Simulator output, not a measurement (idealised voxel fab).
voxel tone inversion: a process module
For reference, the cross-section in this document is cut, with width 210 nm and square cells of 5 nm.
Cross-section, as written here: a square-cell grid given band by band from the top down, where a band holds one or more rows of cells.
Top, bottom (nm), then materials left to right with widths (nm); lone material tagged "edge to edge" fills the whole band edge to edge; "blank" = empty space.
All heights in this document are referenced to 0, defined as the level beneath which the wafer, as received, consists entirely of one material. The lowest band is not bounded below; it extends indefinitely downward and is written in the form "0 and below".
Width: "30 to 40" (first number = top row, second number = bottom row, same change from row to row of cells).
It should be understood that the words "remained the same", when stated for a given step, signify that the cross-section underwent no change in any of its cells during that step.
"Entrapped voids" lists enclosed empty spaces (at least 8 cells, no open path upward to the top), each as width x height at distance from the left edge, in nm.
On a step's line, text after the settings is the simulator commenting on that step.
"overlay nm" answers the question of how far to the right of plan the mask lay on a step that has a mask, and when it is negative the answer is to the left.
Process steps (planned):
1) RECEIVE [material Si]
2) CONFORMAL_DEP [material SiCN] [thk nm 5]
3) DIRECTIONAL_DEP [material polySi] [thk nm 25]
4) PATTERN [tone cover] [mask id POSTS] [material resist] [width nm 20] [pitch nm 35] [thk nm 35] [overlay nm 0]
5) DIRECTIONAL_ETCH [etch materials polySi] [depth nm 25]
6) STRIP [etch materials resist]
7) FILL_DEP [material lowk] [thk nm 5]
8) CMP [height nm 30]
9) STRIP [etch materials polySi]
Cross-section, incoming material, after step 1:
* 0 and below: Si edge to edge
* Entrapped voids: none
End state of the module in cross-section, given the above starting point and plan and one mistake in execution:
* 30 down to 15: lowk=75 | blank=20 | lowk=15 | blank=20 | lowk=80
* 15 down to 0: SiCN edge to edge
* 0 and below: Si edge to edge
* Entrapped voids: none
What was the processing mistake? contrary to plan, step 2 was performed as CONFORMAL_DEP [material SiCN] [thk nm 15]
